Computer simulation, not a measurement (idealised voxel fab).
The process module that follows is named voxel transistor to metal.
For reference, the cross-section in this document is cut, with width 285 nm and square cells of 5 nm.
This document writes a cross-section as a grid whose cells are square, and gives it as bands, listed from the top down; one or more rows of cells form a band.
Within each band entry, the heights of the top and of the bottom of the band appear first, in that order and in nm; the materials of the band then follow from left to right, each with its corresponding width in nm. The designation "edge to edge" on a single material indicates that it fills the band from edge to edge; the designation "empty" indicates empty space.
The level at which height equals 0 is the one under which the wafer, as it arrives, is entirely one material. No lower edge exists for the bottom band, which continues downward and is notated as in "0 -> down".
Note: "30 to 40" means the width goes from the first number (top row of the band) to the second number (bottom row) in equal steps per row of cells.
The designation "nothing different", where it is given for a processing step, indicates that no cell of the cross-section was altered in the course of that step.
In the "Encapsulated voids" entry, you get each enclosed empty space of 8 cells or more, one with no open way to the top, written width x height at distance, distance from the left edge, in nm.
If you see something after the settings on a step's line, that's the simulator's own remark about that step.
Regarding "overlay nm": on a step with a mask, it is the distance the mask lay to the right of its planned place; a negative value places it to the left.
Everything after this point is organized in pairs: a cross-section before one process step, a cross-section after it that shows only as deep as the lowest changed band, and, under the pair, the intervening step with its settings. Because different runs of this module on the same starting wafer can supply different pairs, a pair continues from the pair above it only if its entry headed "Ahead of processing" says so.
Ahead of processing
45 -> 30 = SiO2 edge to edge
30 -> 20 = SiO2: 60 / SiN: 10 / SiCN: 20 / SiN: 10 / SiO2: 85 / SiN: 10 / SiCN: 20 / SiN: 10 / SiO2: 60
20 -> 0 = SiO2: 60 / SiN: 10 / polySi: 20 / SiN: 10 / SiO2: 85 / SiN: 10 / polySi: 20 / SiN: 10 / SiO2: 60
0 -> -5 = SiO2: 25 / SiN: 10 / SiO2: 25 / SiN: 10 / polySi: 20 / SiN: 10 / SiO2: 25 / SiN: 10 / SiO2: 15 / SiN: 10 / SiO2: 25 / SiN: 10 / polySi: 20 / SiN: 10 / SiO2: 25 / SiN: 10 / SiO2: 25
-5 -> -20 = SiO2 edge to edge
-20 -> -30 = SiO2: 30 / Si: 100 / SiO2: 25 / Si: 100 / SiO2: 30
-30 -> down = Si edge to edge
Encapsulated voids: none
Post-Step Geometry
45 -> 30 = SiO2: 35 / empty: 30 / SiO2: 30 / empty: 30 / SiO2: 35 / empty: 30 / SiO2: 30 / empty: 30 / SiO2: 35
30 -> 20 = SiO2: 35 / empty: 25 / SiN: 10 / SiCN: 20 / SiN: 10 / empty: 25 / SiO2: 35 / empty: 25 / SiN: 10 / SiCN: 20 / SiN: 10 / empty: 25 / SiO2: 35
20 -> 0 = SiO2: 35 / empty: 25 / SiN: 10 / polySi: 20 / SiN: 10 / empty: 25 / SiO2: 35 / empty: 25 / SiN: 10 / polySi: 20 / SiN: 10 / empty: 25 / SiO2: 35
0 -> -5 = SiO2: 25 / SiN: 10 / empty: 25 / SiN: 10 / polySi: 20 / SiN: 10 / empty: 25 / SiN: 10 / SiO2: 15 / SiN: 10 / empty: 25 / SiN: 10 / polySi: 20 / SiN: 10 / empty: 25 / SiN: 10 / SiO2: 25
below -5: unchanged
Encapsulated voids: none
Process step bridging the above cross-sections: MASKED_ETCH,tone open,mask id CONTACT,width nm 30,etch materials SiO2,depth nm 50,overlay nm 0
Ahead of processing: cross-section not repeated; it is the one shown after the step in the pair just above.
Post-Step Geometry
50 -> 45 = TiN: 40 / empty: 20 / TiN: 40 / empty: 20 / TiN: 45 / empty: 20 / TiN: 40 / empty: 20 / TiN: 40
45 -> 35 = SiO2: 35 / TiN: 5 / empty: 20 / TiN: 5 / SiO2: 30 / TiN: 5 / empty: 20 / TiN: 5 / SiO2: 35 / TiN: 5 / empty: 20 / TiN: 5 / SiO2: 30 / TiN: 5 / empty: 20 / TiN: 5 / SiO2: 35
35 -> 30 = SiO2: 35 / TiN: 5 / empty: 15 / TiN: 10 / SiO2: 30 / TiN: 10 / empty: 15 / TiN: 5 / SiO2: 35 / TiN: 5 / empty: 15 / TiN: 10 / SiO2: 30 / TiN: 10 / empty: 15 / TiN: 5 / SiO2: 35
30 -> 20 = SiO2: 35 / TiN: 5 / empty: 15 / TiN: 5 / SiN: 10 / SiCN: 20 / SiN: 10 / TiN: 5 / empty: 15 / TiN: 5 / SiO2: 35 / TiN: 5 / empty: 15 / TiN: 5 / SiN: 10 / SiCN: 20 / SiN: 10 / TiN: 5 / empty: 15 / TiN: 5 / SiO2: 35
20 -> 0 = SiO2: 35 / TiN: 5 / empty: 15 / TiN: 5 / SiN: 10 / polySi: 20 / SiN: 10 / TiN: 5 / empty: 15 / TiN: 5 / SiO2: 35 / TiN: 5 / empty: 15 / TiN: 5 / SiN: 10 / polySi: 20 / SiN: 10 / TiN: 5 / empty: 15 / TiN: 5 / SiO2: 35
0 -> -5 = SiO2: 25 / SiN: 10 / TiN: 25 / SiN: 10 / polySi: 20 / SiN: 10 / TiN: 25 / SiN: 10 / SiO2: 15 / SiN: 10 / TiN: 25 / SiN: 10 / polySi: 20 / SiN: 10 / TiN: 25 / SiN: 10 / SiO2: 25
below -5: unchanged
Encapsulated voids: none
Process step bridging the above cross-sections: CONFORMAL_DEP,material TiN,thk nm 5
Ahead of processing: cross-section not repeated; it is the one shown after the step in the pair just above.
Post-Step Geometry
60 -> 50 = W edge to edge
50 -> 45 = TiN: 40 / W: 20 / TiN: 40 / W: 20 / TiN: 45 / W: 20 / TiN: 40 / W: 20 / TiN: 40
45 -> 35 = SiO2: 35 / TiN: 5 / W: 20 / TiN: 5 / SiO2: 30 / TiN: 5 / W: 20 / TiN: 5 / SiO2: 35 / TiN: 5 / W: 20 / TiN: 5 / SiO2: 30 / TiN: 5 / W: 20 / TiN: 5 / SiO2: 35
35 -> 30 = SiO2: 35 / TiN: 5 / W: 15 / TiN: 10 / SiO2: 30 / TiN: 10 / W: 15 / TiN: 5 / SiO2: 35 / TiN: 5 / W: 15 / TiN: 10 / SiO2: 30 / TiN: 10 / W: 15 / TiN: 5 / SiO2: 35
30 -> 20 = SiO2: 35 / TiN: 5 / W: 15 / TiN: 5 / SiN: 10 / SiCN: 20 / SiN: 10 / TiN: 5 / W: 15 / TiN: 5 / SiO2: 35 / TiN: 5 / W: 15 / TiN: 5 / SiN: 10 / SiCN: 20 / SiN: 10 / TiN: 5 / W: 15 / TiN: 5 / SiO2: 35
20 -> 0 = SiO2: 35 / TiN: 5 / W: 15 / TiN: 5 / SiN: 10 / polySi: 20 / SiN: 10 / TiN: 5 / W: 15 / TiN: 5 / SiO2: 35 / TiN: 5 / W: 15 / TiN: 5 / SiN: 10 / polySi: 20 / SiN: 10 / TiN: 5 / W: 15 / TiN: 5 / SiO2: 35
below 0: unchanged
Encapsulated voids: none
Process step bridging the above cross-sections: FILL_DEP,material W,thk nm 10
Ahead of processing: cross-section not repeated; it is the one shown after the step in the pair just above.
Post-Step Geometry
45 -> 35 = SiO2: 35 / TiN: 5 / W: 20 / TiN: 5 / SiO2: 30 / TiN: 5 / W: 20 / TiN: 5 / SiO2: 35 / TiN: 5 / W: 20 / TiN: 5 / SiO2: 30 / TiN: 5 / W: 20 / TiN: 5 / SiO2: 35
below 35: unchanged
Encapsulated voids: none
Process step bridging the above cross-sections: CMP,height nm 45
Ahead of processing: cross-section not repeated; it is the one shown after the step in the pair just above.
Post-Step Geometry
50 -> 45 = SiCN edge to edge
below 45: unchanged
Encapsulated voids: none
Process step bridging the above cross-sections: CONFORMAL_DEP,material SiCN,thk nm 5
Ahead of processing: cross-section not repeated; it is the one shown after the step in the pair just above.
Post-Step Geometry
75 -> 50 = lowk edge to edge
below 50: unchanged
Encapsulated voids: none
Process step bridging the above cross-sections: DIRECTIONAL_DEP,material lowk,thk nm 25
Ahead of processing: cross-section not repeated; it is the one shown after the step in the pair just above.
Post-Step Geometry
75 -> 50 = lowk: 35 / empty: 15 / lowk: 60 / empty: 15 / lowk: 35 / empty: 15 / lowk: 60 / empty: 15 / lowk: 35
below 50: unchanged
Encapsulated voids: none
Process step bridging the above cross-sections: MASKED_ETCH,tone open,mask id METAL_1,width nm 15,etch materials lowk,depth nm 25,overlay nm 0
Ahead of processing: cross-section not repeated; it is the one shown after the step in the pair just above.
Post-Step Geometry
75 -> 50 = lowk: 35 / empty: 15 / lowk: 60 / empty: 15 / lowk: 35 / empty: 15 / lowk: 60 / empty: 15 / lowk: 35
50 -> 45 = SiCN: 35 / empty: 15 / SiCN: 60 / empty: 15 / SiCN: 35 / empty: 15 / SiCN: 60 / empty: 15 / SiCN: 35
below 45: unchanged
Encapsulated voids: none
Process step bridging the above cross-sections: MASKED_ETCH,tone open,mask id METAL_1,width nm 15,etch materials SiCN,depth nm 5,overlay nm 0
Ahead of processing: cross-section not repeated; it is the one shown after the step in the pair just above.
Post-Step Geometry
80 -> 75 = TiN: 40 / empty: 5 / TiN: 70 / empty: 5 / TiN: 45 / empty: 5 / TiN: 70 / empty: 5 / TiN: 40
75 -> 50 = lowk: 35 / TiN: 5 / empty: 5 / TiN: 5 / lowk: 60 / TiN: 5 / empty: 5 / TiN: 5 / lowk: 35 / TiN: 5 / empty: 5 / TiN: 5 / lowk: 60 / TiN: 5 / empty: 5 / TiN: 5 / lowk: 35
50 -> 45 = SiCN: 35 / TiN: 15 / SiCN: 60 / TiN: 15 / SiCN: 35 / TiN: 15 / SiCN: 60 / TiN: 15 / SiCN: 35
below 45: unchanged
Encapsulated voids: none
Process step bridging the above cross-sections: CONFORMAL_DEP,material TiN,thk nm 5
Ahead of processing: cross-section not repeated; it is the one shown after the step in the pair just above.
Post-Step Geometry
90 -> 80 = Ru edge to edge
80 -> 75 = TiN: 40 / Ru: 5 / TiN: 70 / Ru: 5 / TiN: 45 / Ru: 5 / TiN: 70 / Ru: 5 / TiN: 40
75 -> 50 = lowk: 35 / TiN: 5 / Ru: 5 / TiN: 5 / lowk: 60 / TiN: 5 / Ru: 5 / TiN: 5 / lowk: 35 / TiN: 5 / Ru: 5 / TiN: 5 / lowk: 60 / TiN: 5 / Ru: 5 / TiN: 5 / lowk: 35
below 50: unchanged
Encapsulated voids: none
Process step bridging the above cross-sections: FILL_DEP,material Ru,thk nm 10
Ahead of processing: cross-section not repeated; it is the one shown after the step in the pair just above.
Post-Step Geometry
75 -> 50 = lowk: 35 / TiN: 5 / Ru: 5 / TiN: 5 / lowk: 60 / TiN: 5 / Ru: 5 / TiN: 5 / lowk: 35 / TiN: 5 / Ru: 5 / TiN: 5 / lowk: 60 / TiN: 5 / Ru: 5 / TiN: 5 / lowk: 35
below 50: unchanged
Encapsulated voids: none
Process step bridging the above cross-sections: CMP,height nm 75
Ahead of processing: cross-section not repeated; it is the one shown after the step in the pair just above.
Post-Step Geometry
80 -> 75 = empty: 30 / Ru: 25 / empty: 50 / Ru: 25 / empty: 25 / Ru: 25 / empty: 50 / Ru: 25 / empty: 30
below 75: unchanged
Encapsulated voids: none
Process step bridging the above cross-sections: EPI,material Ru,thk nm 5
Ahead of processing: cross-section not repeated; it is the one shown after the step in the pair just above.
Post-Step Geometry
85 -> 80 = SiCN edge to edge
80 -> 75 = SiCN: 30 / Ru: 25 / SiCN: 50 / Ru: 25 / SiCN: 25 / Ru: 25 / SiCN: 50 / Ru: 25 / SiCN: 30
below 75: unchanged
Encapsulated voids: none
Process step bridging the above cross-sections: FILL_DEP,material SiCN,thk nm 5
Ahead of processing
45 -> 30 = SiO2 edge to edge
30 -> 20 = SiO2: 60 / SiN: 10 / SiCN: 20 / SiN: 10 / SiO2: 85 / SiN: 10 / SiCN: 20 / SiN: 10 / SiO2: 60
20 -> 0 = SiO2: 60 / SiN: 10 / polySi: 20 / SiN: 10 / SiO2: 85 / SiN: 10 / polySi: 20 / SiN: 10 / SiO2: 60
0 -> -5 = SiO2: 25 / SiN: 10 / SiO2: 25 / SiN: 10 / polySi: 20 / SiN: 10 / SiO2: 25 / SiN: 10 / SiO2: 15 / SiN: 10 / SiO2: 25 / SiN: 10 / polySi: 20 / SiN: 10 / SiO2: 25 / SiN: 10 / SiO2: 25
-5 -> -10 = SiO2: 35 / SiGe: 25 / SiO2: 40 / SiGe: 25 / SiO2: 35 / SiGe: 25 / SiO2: 40 / SiGe: 25 / SiO2: 35
-10 -> -30 = SiO2: 30 / Si: 100 / SiO2: 25 / Si: 100 / SiO2: 30
-30 -> down = Si edge to edge
Encapsulated voids: none
Post-Step Geometry
45 -> 30 = SiO2: 30 / empty: 40 / SiO2: 20 / empty: 40 / SiO2: 25 / empty: 40 / SiO2: 20 / empty: 40 / SiO2: 30
30 -> 20 = SiO2: 30 / empty: 30 / SiN: 10 / SiCN: 20 / SiN: 10 / empty: 30 / SiO2: 25 / empty: 30 / SiN: 10 / SiCN: 20 / SiN: 10 / empty: 30 / SiO2: 30
20 -> 0 = SiO2: 30 / empty: 30 / SiN: 10 / polySi: 20 / SiN: 10 / empty: 30 / SiO2: 25 / empty: 30 / SiN: 10 / polySi: 20 / SiN: 10 / empty: 30 / SiO2: 30
0 -> -5 = SiO2: 25 / SiN: 10 / empty: 25 / SiN: 10 / polySi: 20 / SiN: 10 / empty: 25 / SiN: 10 / SiO2: 15 / SiN: 10 / empty: 25 / SiN: 10 / polySi: 20 / SiN: 10 / empty: 25 / SiN: 10 / SiO2: 25
below -5: unchanged
Encapsulated voids: none
Process step bridging the above cross-sections: MASKED_ETCH,tone open,mask id CONTACT,width nm 40,etch materials SiO2,depth nm 50,overlay nm 0
Ahead of processing: cross-section not repeated; it is the one shown after the step in the pair just above.
Post-Step Geometry
50 -> 45 = TiN: 35 / empty: 30 / TiN: 30 / empty: 30 / TiN: 35 / empty: 30 / TiN: 30 / empty: 30 / TiN: 35
45 -> 35 = SiO2: 30 / TiN: 5 / empty: 30 / TiN: 5 / SiO2: 20 / TiN: 5 / empty: 30 / TiN: 5 / SiO2: 25 / TiN: 5 / empty: 30 / TiN: 5 / SiO2: 20 / TiN: 5 / empty: 30 / TiN: 5 / SiO2: 30
35 -> 30 = SiO2: 30 / TiN: 5 / empty: 20 / TiN: 15 / SiO2: 20 / TiN: 15 / empty: 20 / TiN: 5 / SiO2: 25 / TiN: 5 / empty: 20 / TiN: 15 / SiO2: 20 / TiN: 15 / empty: 20 / TiN: 5 / SiO2: 30
30 -> 20 = SiO2: 30 / TiN: 5 / empty: 20 / TiN: 5 / SiN: 10 / SiCN: 20 / SiN: 10 / TiN: 5 / empty: 20 / TiN: 5 / SiO2: 25 / TiN: 5 / empty: 20 / TiN: 5 / SiN: 10 / SiCN: 20 / SiN: 10 / TiN: 5 / empty: 20 / TiN: 5 / SiO2: 30
20 -> 5 = SiO2: 30 / TiN: 5 / empty: 20 / TiN: 5 / SiN: 10 / polySi: 20 / SiN: 10 / TiN: 5 / empty: 20 / TiN: 5 / SiO2: 25 / TiN: 5 / empty: 20 / TiN: 5 / SiN: 10 / polySi: 20 / SiN: 10 / TiN: 5 / empty: 20 / TiN: 5 / SiO2: 30
5 -> 0 = SiO2: 30 / TiN: 10 / empty: 15 / TiN: 5 / SiN: 10 / polySi: 20 / SiN: 10 / TiN: 5 / empty: 15 / TiN: 10 / SiO2: 25 / TiN: 10 / empty: 15 / TiN: 5 / SiN: 10 / polySi: 20 / SiN: 10 / TiN: 5 / empty: 15 / TiN: 10 / SiO2: 30
0 -> -5 = SiO2: 25 / SiN: 10 / TiN: 25 / SiN: 10 / polySi: 20 / SiN: 10 / TiN: 25 / SiN: 10 / SiO2: 15 / SiN: 10 / TiN: 25 / SiN: 10 / polySi: 20 / SiN: 10 / TiN: 25 / SiN: 10 / SiO2: 25
below -5: unchanged
Encapsulated voids: none
Process step bridging the above cross-sections: CONFORMAL_DEP,material TiN,thk nm 5
Ahead of processing: cross-section not repeated; it is the one shown after the step in the pair just above.
Post-Step Geometry
60 -> 50 = W edge to edge
50 -> 45 = TiN: 35 / W: 30 / TiN: 30 / W: 30 / TiN: 35 / W: 30 / TiN: 30 / W: 30 / TiN: 35
45 -> 35 = SiO2: 30 / TiN: 5 / W: 30 / TiN: 5 / SiO2: 20 / TiN: 5 / W: 30 / TiN: 5 / SiO2: 25 / TiN: 5 / W: 30 / TiN: 5 / SiO2: 20 / TiN: 5 / W: 30 / TiN: 5 / SiO2: 30
35 -> 30 = SiO2: 30 / TiN: 5 / W: 20 / TiN: 15 / SiO2: 20 / TiN: 15 / W: 20 / TiN: 5 / SiO2: 25 / TiN: 5 / W: 20 / TiN: 15 / SiO2: 20 / TiN: 15 / W: 20 / TiN: 5 / SiO2: 30
30 -> 20 = SiO2: 30 / TiN: 5 / W: 20 / TiN: 5 / SiN: 10 / SiCN: 20 / SiN: 10 / TiN: 5 / W: 20 / TiN: 5 / SiO2: 25 / TiN: 5 / W: 20 / TiN: 5 / SiN: 10 / SiCN: 20 / SiN: 10 / TiN: 5 / W: 20 / TiN: 5 / SiO2: 30
20 -> 5 = SiO2: 30 / TiN: 5 / W: 20 / TiN: 5 / SiN: 10 / polySi: 20 / SiN: 10 / TiN: 5 / W: 20 / TiN: 5 / SiO2: 25 / TiN: 5 / W: 20 / TiN: 5 / SiN: 10 / polySi: 20 / SiN: 10 / TiN: 5 / W: 20 / TiN: 5 / SiO2: 30
5 -> 0 = SiO2: 30 / TiN: 10 / W: 15 / TiN: 5 / SiN: 10 / polySi: 20 / SiN: 10 / TiN: 5 / W: 15 / TiN: 10 / SiO2: 25 / TiN: 10 / W: 15 / TiN: 5 / SiN: 10 / polySi: 20 / SiN: 10 / TiN: 5 / W: 15 / TiN: 10 / SiO2: 30
below 0: unchanged
Encapsulated voids: none
Process step bridging the above cross-sections: FILL_DEP,material W,thk nm 10
Ahead of processing: cross-section not repeated; it is the one shown after the step in the pair just above.
Post-Step Geometry
45 -> 35 = SiO2: 30 / TiN: 5 / W: 30 / TiN: 5 / SiO2: 20 / TiN: 5 / W: 30 / TiN: 5 / SiO2: 25 / TiN: 5 / W: 30 / TiN: 5 / SiO2: 20 / TiN: 5 / W: 30 / TiN: 5 / SiO2: 30
below 35: unchanged
Encapsulated voids: none
Process step bridging the above cross-sections: CMP,height nm 45
Ahead of processing: cross-section not repeated; it is the one shown after the step in the pair just above.
Post-Step Geometry
50 -> 45 = SiCN edge to edge
below 45: unchanged
Encapsulated voids: none
Process step bridging the above cross-sections: CONFORMAL_DEP,material SiCN,thk nm 5
Ahead of processing: cross-section not repeated; it is the one shown after the step in the pair just above.
Post-Step Geometry
75 -> 50 = lowk edge to edge
below 50: unchanged
Encapsulated voids: none
Process step bridging the above cross-sections: DIRECTIONAL_DEP,material lowk,thk nm 25
Ahead of processing: cross-section not repeated; it is the one shown after the step in the pair just above.
Post-Step Geometry
75 -> 50 = lowk: 35 / empty: 15 / lowk: 60 / empty: 15 / lowk: 35 / empty: 15 / lowk: 60 / empty: 15 / lowk: 35
below 50: unchanged
Encapsulated voids: none
Process step bridging the above cross-sections: MASKED_ETCH,tone open,mask id METAL_1,width nm 15,etch materials lowk,depth nm 25,overlay nm 0
Ahead of processing: cross-section not repeated; it is the one shown after the step in the pair just above.
Post-Step Geometry
75 -> 50 = lowk: 35 / empty: 15 / lowk: 60 / empty: 15 / lowk: 35 / empty: 15 / lowk: 60 / empty: 15 / lowk: 35
50 -> 45 = SiCN: 35 / empty: 15 / SiCN: 60 / empty: 15 / SiCN: 35 / empty: 15 / SiCN: 60 / empty: 15 / SiCN: 35
below 45: unchanged
Encapsulated voids: none
Process step bridging the above cross-sections: MASKED_ETCH,tone open,mask id METAL_1,width nm 15,etch materials SiCN,depth nm 5,overlay nm 0
Ahead of processing: cross-section not repeated; it is the one shown after the step in the pair just above.
Post-Step Geometry
80 -> 75 = TiN: 40 / empty: 5 / TiN: 70 / empty: 5 / TiN: 45 / empty: 5 / TiN: 70 / empty: 5 / TiN: 40
75 -> 50 = lowk: 35 / TiN: 5 / empty: 5 / TiN: 5 / lowk: 60 / TiN: 5 / empty: 5 / TiN: 5 / lowk: 35 / TiN: 5 / empty: 5 / TiN: 5 / lowk: 60 / TiN: 5 / empty: 5 / TiN: 5 / lowk: 35
50 -> 45 = SiCN: 35 / TiN: 15 / SiCN: 60 / TiN: 15 / SiCN: 35 / TiN: 15 / SiCN: 60 / TiN: 15 / SiCN: 35
below 45: unchanged
Encapsulated voids: none
Process step bridging the above cross-sections: CONFORMAL_DEP,material TiN,thk nm 5
Ahead of processing: cross-section not repeated; it is the one shown after the step in the pair just above.
Post-Step Geometry
90 -> 80 = Ru edge to edge
80 -> 75 = TiN: 40 / Ru: 5 / TiN: 70 / Ru: 5 / TiN: 45 / Ru: 5 / TiN: 70 / Ru: 5 / TiN: 40
75 -> 50 = lowk: 35 / TiN: 5 / Ru: 5 / TiN: 5 / lowk: 60 / TiN: 5 / Ru: 5 / TiN: 5 / lowk: 35 / TiN: 5 / Ru: 5 / TiN: 5 / lowk: 60 / TiN: 5 / Ru: 5 / TiN: 5 / lowk: 35
below 50: unchanged
Encapsulated voids: none
Process step bridging the above cross-sections: FILL_DEP,material Ru,thk nm 10
Ahead of processing: cross-section not repeated; it is the one shown after the step in the pair just above.
Post-Step Geometry
75 -> 50 = lowk: 35 / TiN: 5 / Ru: 5 / TiN: 5 / lowk: 60 / TiN: 5 / Ru: 5 / TiN: 5 / lowk: 35 / TiN: 5 / Ru: 5 / TiN: 5 / lowk: 60 / TiN: 5 / Ru: 5 / TiN: 5 / lowk: 35
below 50: unchanged
Encapsulated voids: none
Process step bridging the above cross-sections: CMP,height nm 75
Ahead of processing: cross-section not repeated; it is the one shown after the step in the pair just above.
Post-Step Geometry
80 -> 75 = empty: 30 / Ru: 25 / empty: 50 / Ru: 25 / empty: 25 / Ru: 25 / empty: 50 / Ru: 25 / empty: 30
below 75: unchanged
Encapsulated voids: none
Process step bridging the above cross-sections: EPI,material Ru,thk nm 5
Ahead of processing: cross-section not repeated; it is the one shown after the step in the pair just above.
Post-Step Geometry
85 -> 80 = SiCN edge to edge
80 -> 75 = SiCN: 30 / Ru: 25 / SiCN: 50 / Ru: 25 / SiCN: 25 / Ru: 25 / SiCN: 50 / Ru: 25 / SiCN: 30
below 75: unchanged
Encapsulated voids: none
Process step bridging the above cross-sections: FILL_DEP,material SiCN,thk nm 5
Ahead of processing
10 -> 0 = SiN edge to edge
0 -> -5 = SiO2 edge to edge
-5 -> down = Si edge to edge
Encapsulated voids: none
Post-Step Geometry
30 -> 10 = empty: 40 / resist: 100 / empty: 25 / resist: 100 / empty: 20
below 10: unchanged
Encapsulated voids: none
Process step bridging the above cross-sections: PATTERN,tone cover,mask id ACTIVE,material resist,width nm 100,pitch nm 125,thk nm 20,overlay nm 10
Ahead of processing: cross-section not repeated; it is the one shown after the step in the pair just above.
Post-Step Geometry
30 -> 10 = empty: 40 / resist: 100 / empty: 25 / resist: 100 / empty: 20
10 -> 0 = empty: 40 / SiN: 100 / empty: 25 / SiN: 100 / empty: 20
below 0: unchanged
Encapsulated voids: none
Process step bridging the above cross-sections: DIRECTIONAL_ETCH,etch materials SiN,depth nm 10
Ahead of processing: cross-section not repeated; it is the one shown after the step in the pair just above.
Post-Step Geometry
30 -> 10 = empty: 40 / resist: 100 / empty: 25 / resist: 100 / empty: 20
10 -> 0 = empty: 40 / SiN: 100 / empty: 25 / SiN: 100 / empty: 20
0 -> -5 = empty: 40 / SiO2: 100 / empty: 25 / SiO2: 100 / empty: 20
below -5: unchanged
Encapsulated voids: none
Process step bridging the above cross-sections: DIRECTIONAL_ETCH,etch materials SiO2,depth nm 5
Ahead of processing: cross-section not repeated; it is the one shown after the step in the pair just above.
Post-Step Geometry
30 -> 10 = empty: 40 / resist: 100 / empty: 25 / resist: 100 / empty: 20
10 -> 0 = empty: 40 / SiN: 100 / empty: 25 / SiN: 100 / empty: 20
0 -> -5 = empty: 40 / SiO2: 100 / empty: 25 / SiO2: 100 / empty: 20
-5 -> -30 = empty: 40 / Si: 100 / empty: 25 / Si: 100 / empty: 20
below -30: unchanged
Encapsulated voids: none
Process step bridging the above cross-sections: DIRECTIONAL_ETCH,etch materials Si,depth nm 25
Ahead of processing: cross-section not repeated; it is the one shown after the step in the pair just above.
Post-Step Geometry
10 -> 0 = empty: 40 / SiN: 100 / empty: 25 / SiN: 100 / empty: 20
below 0: unchanged
Encapsulated voids: none
Process step bridging the above cross-sections: STRIP,etch materials resist
Ahead of processing: cross-section not repeated; it is the one shown after the step in the pair just above.
Post-Step Geometry
20 -> 10 = SiO2 edge to edge
10 -> 0 = SiO2: 40 / SiN: 100 / SiO2: 25 / SiN: 100 / SiO2: 20
0 -> -5 = SiO2 edge to edge
-5 -> -30 = SiO2: 40 / Si: 100 / SiO2: 25 / Si: 100 / SiO2: 20
below -30: unchanged
Encapsulated voids: none
Process step bridging the above cross-sections: FILL_DEP,material SiO2,thk nm 10
Ahead of processing: cross-section not repeated; it is the one shown after the step in the pair just above.
Post-Step Geometry
10 -> 0 = SiO2: 40 / SiN: 100 / SiO2: 25 / SiN: 100 / SiO2: 20
below 0: unchanged
Encapsulated voids: none
Process step bridging the above cross-sections: CMP,height nm 10
Ahead of processing: cross-section not repeated; it is the one shown after the step in the pair just above.
Post-Step Geometry
10 -> 5 = empty: 40 / SiN: 100 / empty: 25 / SiN: 100 / empty: 20
below 5: unchanged
Encapsulated voids: none
Process step bridging the above cross-sections: SELECTIVE_ETCH,etch materials SiO2,depth nm 5
Ahead of processing: cross-section not repeated; it is the one shown after the step in the pair just above.
Post-Step Geometry
5 -> 0 = SiO2: 40 / empty: 100 / SiO2: 25 / empty: 100 / SiO2: 20
below 0: unchanged
Encapsulated voids: none
Process step bridging the above cross-sections: STRIP,etch materials SiN
Ahead of processing: cross-section not repeated; it is the one shown after the step in the pair just above.
Post-Step Geometry
0 -> -5 = SiO2: 35 / empty: 110 / SiO2: 15 / empty: 110 / SiO2: 15
below -5: unchanged
Encapsulated voids: none
Process step bridging the above cross-sections: SELECTIVE_ETCH,etch materials SiO2,depth nm 5
Ahead of processing: cross-section not repeated; it is the one shown after the step in the pair just above.
Post-Step Geometry
0 -> -5 = SiO2: 35 / empty: 110 / SiO2: 15 / empty: 110 / SiO2: 15
-5 -> -10 = SiO2 edge to edge
below -10: unchanged
Encapsulated voids: none
Process step bridging the above cross-sections: OXIDIZE,depth nm 5
Ahead of processing: cross-section not repeated; it is the one shown after the step in the pair just above.
Post-Step Geometry
25 -> 20 = polySi: 35 / empty: 110 / polySi: 15 / empty: 110 / polySi: 15
20 -> 0 = polySi edge to edge
0 -> -5 = SiO2: 35 / polySi: 110 / SiO2: 15 / polySi: 110 / SiO2: 15
below -5: unchanged
Encapsulated voids: none
Process step bridging the above cross-sections: DIRECTIONAL_DEP,material polySi,thk nm 25
Ahead of processing: cross-section not repeated; it is the one shown after the step in the pair just above.
Post-Step Geometry
35 -> 30 = SiCN: 35 / empty: 110 / SiCN: 15 / empty: 110 / SiCN: 15
30 -> 25 = SiCN edge to edge
25 -> 20 = polySi: 35 / SiCN: 110 / polySi: 15 / SiCN: 110 / polySi: 15
below 20: unchanged
Encapsulated voids: none
Process step bridging the above cross-sections: DIRECTIONAL_DEP,material SiCN,thk nm 10
Ahead of processing: cross-section not repeated; it is the one shown after the step in the pair just above.
Post-Step Geometry
45 -> 40 = aC: 35 / empty: 110 / aC: 15 / empty: 110 / aC: 15
40 -> 35 = aC edge to edge
35 -> 30 = SiCN: 35 / aC: 110 / SiCN: 15 / aC: 110 / SiCN: 15
below 30: unchanged
Encapsulated voids: none
Process step bridging the above cross-sections: DIRECTIONAL_DEP,material aC,thk nm 10
Ahead of processing: cross-section not repeated; it is the one shown after the step in the pair just above.
Post-Step Geometry
75 -> 45 = empty: 70 / resist: 20 / empty: 105 / resist: 20 / empty: 70
45 -> 40 = aC: 35 / empty: 35 / resist: 20 / empty: 55 / aC: 15 / empty: 35 / resist: 20 / empty: 55 / aC: 15
below 40: unchanged
Encapsulated voids: none
Process step bridging the above cross-sections: PATTERN,tone cover,mask id GATE,material resist,width nm 20,pitch nm 125,thk nm 30,overlay nm 0
Ahead of processing: cross-section not repeated; it is the one shown after the step in the pair just above.
Post-Step Geometry
65 -> 40 = empty: 70 / resist: 20 / empty: 105 / resist: 20 / empty: 70
40 -> 35 = empty: 70 / aC: 20 / empty: 105 / aC: 20 / empty: 70
35 -> 30 = SiCN: 35 / empty: 35 / aC: 20 / empty: 55 / SiCN: 15 / empty: 35 / aC: 20 / empty: 55 / SiCN: 15
below 30: unchanged
Encapsulated voids: none
Process step bridging the above cross-sections: DIRECTIONAL_ETCH,etch materials aC,depth nm 10
Ahead of processing: cross-section not repeated; it is the one shown after the step in the pair just above.
Post-Step Geometry
40 -> 35 = empty: 70 / aC: 20 / empty: 105 / aC: 20 / empty: 70
below 35: unchanged
Encapsulated voids: none
Process step bridging the above cross-sections: STRIP,etch materials resist
Ahead of processing: cross-section not repeated; it is the one shown after the step in the pair just above.
Post-Step Geometry
40 -> 30 = empty: 70 / aC: 20 / empty: 105 / aC: 20 / empty: 70
30 -> 25 = empty: 70 / SiCN: 20 / empty: 105 / SiCN: 20 / empty: 70
25 -> 20 = polySi: 35 / empty: 35 / SiCN: 20 / empty: 55 / polySi: 15 / empty: 35 / SiCN: 20 / empty: 55 / polySi: 15
below 20: unchanged
Encapsulated voids: none
Process step bridging the above cross-sections: DIRECTIONAL_ETCH,etch materials SiCN,depth nm 20
Ahead of processing: cross-section not repeated; it is the one shown after the step in the pair just above.
Post-Step Geometry
40 -> 30 = empty: 70 / aC: 20 / empty: 105 / aC: 20 / empty: 70
30 -> 20 = empty: 70 / SiCN: 20 / empty: 105 / SiCN: 20 / empty: 70
20 -> 0 = empty: 70 / polySi: 20 / empty: 105 / polySi: 20 / empty: 70
0 -> -5 = SiO2: 35 / empty: 35 / polySi: 20 / empty: 55 / SiO2: 15 / empty: 35 / polySi: 20 / empty: 55 / SiO2: 15
below -5: unchanged
Encapsulated voids: none
Process step bridging the above cross-sections: DIRECTIONAL_ETCH,etch materials polySi,depth nm 35
Ahead of processing: cross-section not repeated; it is the one shown after the step in the pair just above.
Post-Step Geometry
30 -> 20 = empty: 70 / SiCN: 20 / empty: 105 / SiCN: 20 / empty: 70
below 20: unchanged
Encapsulated voids: none
Process step bridging the above cross-sections: STRIP,etch materials aC
